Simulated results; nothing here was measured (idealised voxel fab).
process module | voxel gate over fins
cross-section cut | 220 nm wide | cells 5 nm
A cross-section is a grid of square cells, given in bands from the top down. A band is one or more rows of cells.
Each band's line starts with the height of the band's top and of its bottom, in nm. Then come its materials from left to right, each with its width in nm. One material with "throughout" fills the band from edge to edge. "air" is empty space.
Height 0 is the level under which the wafer as received is all one material. The lowest band goes on downwards, as in "0 down".
A width such as "30 to 40" changes by the same amount from each row of cells to the next, from the band's top row to its bottom row.
"no change" after a step means that no cell of the cross-section changed.
closed voids: empty space of 8 cells or more with no open way to the top, each as width x height at its distance from the left edge, in nm
after a step's settings: what the simulator itself notes on the step
overlay nm, on a step with a mask: how far to the right of its planned place the mask lay; to the left if negative
plan
1 op RECEIVE | material Si
2 op CONFORMAL_DEP | material SiN | thk nm 10
3 op PATTERN | tone cover | mask id FINS | material resist | width nm 15 | pitch nm 50 | thk nm 20 | overlay nm 0
4 op DIRECTIONAL_ETCH | etch materials SiN | depth nm 10
5 op DIRECTIONAL_ETCH | etch materials Si | depth nm 40
6 op STRIP | etch materials resist
7 op OXIDIZE | depth nm 5
8 op FILL_DEP | material SiO2 | thk nm 5
9 op CMP | height nm 10
10 op DIRECTIONAL_DEP | material aC | thk nm 10
11 op PATTERN | tone open | mask id RAIL | material resist | width nm 15 | thk nm 25 | overlay nm 0
12 op DIRECTIONAL_ETCH | etch materials aC | depth nm 10
13 op STRIP | etch materials resist
14 op DIRECTIONAL_ETCH | etch materials SiO2 | depth nm 45
15 op STRIP | etch materials aC
16 op CONFORMAL_DEP | material TiN | thk nm 5
17 op FILL_DEP | material W | thk nm 10
18 op CMP | height nm 10
19 op SELECTIVE_ETCH | etch materials W Ru TiN | depth nm 30
20 op FILL_DEP | material SiO2 | thk nm 5
21 op CMP | height nm 10
22 op SELECTIVE_ETCH | etch materials SiO2 | depth nm 20
23 op STRIP | etch materials SiN
24 op CONFORMAL_DEP | material HfO2 | thk nm 5
25 op CONFORMAL_DEP | material TiN | thk nm 5
26 op FILL_DEP | material W | thk nm 15
27 op CMP | height nm 20
28 op CONFORMAL_DEP | material SiCN | thk nm 5
varied across the wafers: thk nm of step 16. The plan shows the first wafer's value. All wafers start alike
first wafer as received, after step 1
  0 down: Si throughout
  closed voids: none
first wafer at the end, after step 28
  25 to 20: SiCN throughout
  20 to 10: W throughout
  10 to 5: W 20 | TiN 25 | W 25 | TiN 25 | W 25 | TiN 25 | W 25 | TiN 25 | W 25
  5 to 0: W 20 | TiN 5 | HfO2 15 | TiN 5 | W 25 | TiN 5 | HfO2 15 | TiN 5 | W 25 | TiN 5 | HfO2 15 | TiN 5 | W 25 | TiN 5 | HfO2 15 | TiN 5 | W 25
  0 to -5: TiN 25 | HfO2 5 | Si 5 | HfO2 5 | TiN 35 | HfO2 5 | Si 5 | HfO2 5 | TiN 35 | HfO2 5 | Si 5 | HfO2 5 | TiN 35 | HfO2 5 | Si 5 | HfO2 5 | TiN 30
  -5 to -10: HfO2 30 | Si 5 | HfO2 45 | Si 5 | HfO2 45 | Si 5 | HfO2 45 | Si 5 | HfO2 35
  -10 to -20: SiO2 30 | Si 5 | SiO2 45 | Si 5 | SiO2 45 | Si 5 | SiO2 45 | Si 5 | SiO2 35
  -20 to -30: SiO2 30 | Si 5 | SiO2 15 | TiN 5 | W 5 | TiN 5 | SiO2 15 | Si 5 | SiO2 45 | Si 5 | SiO2 45 | Si 5 | SiO2 35
  -30 to -35: SiO2 30 | Si 5 | SiO2 15 | TiN 15 | SiO2 15 | Si 5 | SiO2 45 | Si 5 | SiO2 45 | Si 5 | SiO2 35
  -35 to -45: SiO2 30 | Si 5 | SiO2 45 | Si 5 | SiO2 45 | Si 5 | SiO2 45 | Si 5 | SiO2 35
  -45 down: Si throughout
  closed voids: none
last wafer at the end
  25 to 20: SiCN throughout
  20 to 10: W throughout
  10 to 5: W 20 | TiN 25 | W 25 | TiN 25 | W 25 | TiN 25 | W 25 | TiN 25 | W 25
  5 to 0: W 20 | TiN 5 | HfO2 15 | TiN 5 | W 25 | TiN 5 | HfO2 15 | TiN 5 | W 25 | TiN 5 | HfO2 15 | TiN 5 | W 25 | TiN 5 | HfO2 15 | TiN 5 | W 25
  0 to -5: TiN 25 | HfO2 5 | Si 5 | HfO2 5 | TiN 35 | HfO2 5 | Si 5 | HfO2 5 | TiN 35 | HfO2 5 | Si 5 | HfO2 5 | TiN 35 | HfO2 5 | Si 5 | HfO2 5 | TiN 30
  -5 to -10: HfO2 30 | Si 5 | HfO2 45 | Si 5 | HfO2 45 | Si 5 | HfO2 45 | Si 5 | HfO2 35
  -10 to -20: SiO2 30 | Si 5 | SiO2 45 | Si 5 | SiO2 45 | Si 5 | SiO2 45 | Si 5 | SiO2 35
  -20 to -35: SiO2 30 | Si 5 | SiO2 15 | TiN 15 | SiO2 15 | Si 5 | SiO2 45 | Si 5 | SiO2 45 | Si 5 | SiO2 35
  -35 to -45: SiO2 30 | Si 5 | SiO2 45 | Si 5 | SiO2 45 | Si 5 | SiO2 45 | Si 5 | SiO2 35
  -45 down: Si throughout
  closed voids: none
each wafer at the end: cells of each material gained (+) or lost (-) since it was received, then its closed voids
thk nm 5 | +60 HfO2 | -360 Si | +44 SiCN | +271 SiO2 | +67 TiN | +138 W | closed voids: none
thk nm 10 | +60 HfO2 | -360 Si | +44 SiCN | +271 SiO2 | +69 TiN | +136 W | closed voids: none
thk nm 15 | +60 HfO2 | -360 Si | +44 SiCN | +271 SiO2 | +69 TiN | +136 W | closed voids: none
thk nm 20 | +60 HfO2 | -360 Si | +44 SiCN | +271 SiO2 | +69 TiN | +136 W | closed voids: none
